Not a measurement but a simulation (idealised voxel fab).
process module | voxel capacitor over wiring
cross-section cut | 290 nm wide | cells 5 nm
A cross-section is a grid of square cells, given in bands from the top down. A band is one or more rows of cells.
Each band's line starts with the height of the band's top and of its bottom, in nm. Then come its materials from left to right, each with its width in nm. One material with "throughout" fills the band from edge to edge. "air" is empty space.
Height 0 is the level under which the wafer as received is all one material. The lowest band goes on downwards, as in "0 down".
A width such as "30 to 40" changes by the same amount from each row of cells to the next, from the band's top row to its bottom row.
"no change" after a step means that no cell of the cross-section changed.
closed voids: empty space of 8 cells or more with no open way to the top, each as width x height at its distance from the left edge, in nm
after a step's settings: what the simulator itself notes on the step
overlay nm, on a step with a mask: how far to the right of its planned place the mask lay; to the left if negative
plan
1 op RECEIVE | material Si
2 op CONFORMAL_DEP | material SiO2 | thk nm 15
3 op DIRECTIONAL_DEP | material TiN | thk nm 5
4 op DIRECTIONAL_DEP | material Ru | thk nm 20
5 op DIRECTIONAL_DEP | material aC | thk nm 15
6 op PATTERN | tone cover | mask id METAL_1 | material resist | width nm 30 | pitch nm 95 | thk nm 35 | overlay nm 0
7 op DIRECTIONAL_ETCH | etch materials aC | depth nm 15
8 op STRIP | etch materials resist
9 op DIRECTIONAL_ETCH | etch materials Ru | depth nm 20
10 op DIRECTIONAL_ETCH | etch materials TiN | depth nm 5
11 op STRIP | etch materials aC
12 op FILL_DEP | material lowk | thk nm 5
13 op CMP | height nm 40
14 op CONFORMAL_DEP | material SiCN | thk nm 5
15 op DIRECTIONAL_DEP | material SiO2 | thk nm 15
16 op DIRECTIONAL_DEP | material aC | thk nm 10
17 op PATTERN | tone open | mask id PLUG_1 | material resist | width nm 15 | thk nm 25 | overlay nm 0
18 op DIRECTIONAL_ETCH | etch materials aC | depth nm 10
19 op STRIP | etch materials resist
20 op DIRECTIONAL_ETCH | etch materials SiO2 | depth nm 15
21 op DIRECTIONAL_ETCH | etch materials SiCN | depth nm 5
22 op STRIP | etch materials aC
23 op CONFORMAL_DEP | material TiN | thk nm 5
24 op FILL_DEP | material Cu | thk nm 10
25 op CMP | height nm 60
26 op DIRECTIONAL_DEP | material TiN | thk nm 10
27 op DIRECTIONAL_DEP | material Al2O3 | thk nm 5
28 op DIRECTIONAL_DEP | material TiN | thk nm 10
29 op PATTERN | tone cover | mask id UPPER_PLATE | material resist | width nm 70 | thk nm 15 | overlay nm 0
30 op DIRECTIONAL_ETCH | etch materials TiN | depth nm 10
31 op DIRECTIONAL_ETCH | etch materials Al2O3 | depth nm 5
32 op STRIP | etch materials resist
33 op MASKED_ETCH | tone cover | mask id LOWER_PLATE | width nm 80 | etch materials TiN | depth nm 10 | overlay nm 0
34 op FILL_DEP | material SiO2 | thk nm 20
35 op CMP | height nm 100
36 op MASKED_ETCH | tone open | mask id PLUG_2 | width nm 15 | etch materials SiO2 | depth nm 15 | overlay nm 0
37 op CONFORMAL_DEP | material TiN | thk nm 5
38 op FILL_DEP | material W | thk nm 10
39 op CMP | height nm 100
40 op CONFORMAL_DEP | material SiN | thk nm 5
first wafer, as planned
as received, after step 1
  0 down: Si throughout
  closed voids: none
after step 2
  15 to 0: SiO2 throughout
  below 0: unchanged
after step 3
  20 to 15: TiN throughout
  below 15: unchanged
after step 4
  40 to 20: Ru throughout
  below 20: unchanged
after step 5
  55 to 40: aC throughout
  below 40: unchanged
after step 6
  90 to 55: air 80 | resist 30 | air 65 | resist 30 | air 85
  below 55: unchanged
after step 7
  75 to 55: air 80 | resist 30 | air 65 | resist 30 | air 85
  55 to 40: air 80 | aC 30 | air 65 | aC 30 | air 85
  below 40: unchanged
after step 8
  55 to 40: air 80 | aC 30 | air 65 | aC 30 | air 85
  below 40: unchanged
after step 9
  55 to 40: air 80 | aC 30 | air 65 | aC 30 | air 85
  40 to 20: air 80 | Ru 30 | air 65 | Ru 30 | air 85
  below 20: unchanged
after step 10
  55 to 40: air 80 | aC 30 | air 65 | aC 30 | air 85
  40 to 20: air 80 | Ru 30 | air 65 | Ru 30 | air 85
  20 to 15: air 80 | TiN 30 | air 65 | TiN 30 | air 85
  below 15: unchanged
after step 11
  40 to 20: air 80 | Ru 30 | air 65 | Ru 30 | air 85
  below 20: unchanged
after step 12
  45 to 40: lowk throughout
  40 to 20: lowk 80 | Ru 30 | lowk 65 | Ru 30 | lowk 85
  20 to 15: lowk 80 | TiN 30 | lowk 65 | TiN 30 | lowk 85
  below 15: unchanged
after step 13
  40 to 20: lowk 80 | Ru 30 | lowk 65 | Ru 30 | lowk 85
  below 20: unchanged
after step 14
  45 to 40: SiCN throughout
  below 40: unchanged
after step 15
  60 to 45: SiO2 throughout
  below 45: unchanged
after step 16
  70 to 60: aC throughout
  below 60: unchanged
after step 17
  95 to 70: resist 95 | air 15 | resist 180
  below 70: unchanged
after step 18
  85 to 70: resist 95 | air 15 | resist 180
  70 to 60: aC 95 | air 15 | aC 180
  below 60: unchanged
after step 19
  70 to 60: aC 95 | air 15 | aC 180
  below 60: unchanged
after step 20
  70 to 60: aC 95 | air 15 | aC 180
  60 to 45: SiO2 95 | air 15 | SiO2 180
  below 45: unchanged
after step 21
  70 to 60: aC 95 | air 15 | aC 180
  60 to 45: SiO2 95 | air 15 | SiO2 180
  45 to 40: SiCN 95 | air 15 | SiCN 180
  below 40: unchanged
after step 22
  60 to 45: SiO2 95 | air 15 | SiO2 180
  below 45: unchanged
after step 23
  65 to 60: TiN 100 | air 5 | TiN 185
  60 to 45: SiO2 95 | TiN 5 | air 5 | TiN 5 | SiO2 180
  45 to 40: SiCN 95 | TiN 15 | SiCN 180
  below 40: unchanged
after step 24
  75 to 65: Cu throughout
  65 to 60: TiN 100 | Cu 5 | TiN 185
  60 to 45: SiO2 95 | TiN 5 | Cu 5 | TiN 5 | SiO2 180
  below 45: unchanged
after step 25
  60 to 45: SiO2 95 | TiN 5 | Cu 5 | TiN 5 | SiO2 180
  below 45: unchanged
after step 26
  70 to 60: TiN throughout
  below 60: unchanged
after step 27
  75 to 70: Al2O3 throughout
  below 70: unchanged
after step 28
  85 to 75: TiN throughout
  below 75: unchanged
after step 29
  100 to 85: air 95 | resist 70 | air 125
  below 85: unchanged
after step 30
  100 to 85: air 95 | resist 70 | air 125
  85 to 75: air 95 | TiN 70 | air 125
  below 75: unchanged
after step 31
  100 to 85: air 95 | resist 70 | air 125
  85 to 75: air 95 | TiN 70 | air 125
  75 to 70: air 95 | Al2O3 70 | air 125
  below 70: unchanged
after step 32
  85 to 75: air 95 | TiN 70 | air 125
  below 75: unchanged
after step 33
  85 to 75: air 95 | TiN 70 | air 125
  75 to 70: air 95 | Al2O3 70 | air 125
  70 to 60: air 90 | TiN 80 | air 120
  below 60: unchanged
after step 34
  105 to 85: SiO2 throughout
  85 to 75: SiO2 95 | TiN 70 | SiO2 125
  75 to 70: SiO2 95 | Al2O3 70 | SiO2 125
  70 to 60: SiO2 90 | TiN 80 | SiO2 120
  below 60: unchanged
after step 35
  100 to 85: SiO2 throughout
  below 85: unchanged
after step 36
  100 to 85: SiO2 105 | air 15 | SiO2 170
  below 85: unchanged
after step 37
  105 to 100: TiN 110 | air 5 | TiN 175
  100 to 90: SiO2 105 | TiN 5 | air 5 | TiN 5 | SiO2 170
  90 to 85: SiO2 105 | TiN 15 | SiO2 170
  below 85: unchanged
after step 38
  115 to 105: W throughout
  105 to 100: TiN 110 | W 5 | TiN 175
  100 to 90: SiO2 105 | TiN 5 | W 5 | TiN 5 | SiO2 170
  below 90: unchanged
after step 39
  100 to 90: SiO2 105 | TiN 5 | W 5 | TiN 5 | SiO2 170
  below 90: unchanged
after step 40
  105 to 100: SiN throughout
  below 100: unchanged
second wafer: like start, like plan, one mistake. Through step 28 it matches the first wafer
when step 29 should have ended
  100 to 85: air 95 | resist 75 | air 120
  below 85: unchanged
when step 30 should have ended
  100 to 85: air 95 | resist 75 | air 120
  85 to 75: air 95 | TiN 75 | air 120
  below 75: unchanged
when step 31 should have ended
  100 to 85: air 95 | resist 75 | air 120
  85 to 75: air 95 | TiN 75 | air 120
  75 to 70: air 95 | Al2O3 75 | air 120
  below 70: unchanged
when step 32 should have ended
  85 to 75: air 95 | TiN 75 | air 120
  below 75: unchanged
when step 33 should have ended
  85 to 75: air 95 | TiN 75 | air 120
  75 to 70: air 95 | Al2O3 75 | air 120
  70 to 60: air 90 | TiN 80 | air 120
  below 60: unchanged
when step 34 should have ended
  105 to 85: SiO2 throughout
  85 to 75: SiO2 95 | TiN 75 | SiO2 120
  75 to 70: SiO2 95 | Al2O3 75 | SiO2 120
  70 to 60: SiO2 90 | TiN 80 | SiO2 120
  below 60: unchanged
when step 35 should have ended
  100 to 85: SiO2 throughout
  below 85: unchanged
when step 36 should have ended
  100 to 85: SiO2 105 | air 15 | SiO2 170
  below 85: unchanged
when step 37 should have ended
  105 to 100: TiN 110 | air 5 | TiN 175
  100 to 90: SiO2 105 | TiN 5 | air 5 | TiN 5 | SiO2 170
  90 to 85: SiO2 105 | TiN 15 | SiO2 170
  below 85: unchanged
when step 38 should have ended
  115 to 105: W throughout
  105 to 100: TiN 110 | W 5 | TiN 175
  100 to 90: SiO2 105 | TiN 5 | W 5 | TiN 5 | SiO2 170
  below 90: unchanged
when step 39 should have ended
  100 to 90: SiO2 105 | TiN 5 | W 5 | TiN 5 | SiO2 170
  below 90: unchanged
when step 40 should have ended
  105 to 100: SiN throughout
  below 100: unchanged
what went wrong: step 29 ran as: op PATTERN | tone cover | mask id UPPER_PLATE | material resist | width nm 75 | thk nm 15 | overlay nm 0
at the end the second wafer has, in cells: 1 more of Al2O3 | 3 fewer of SiO2 | 2 more of TiN
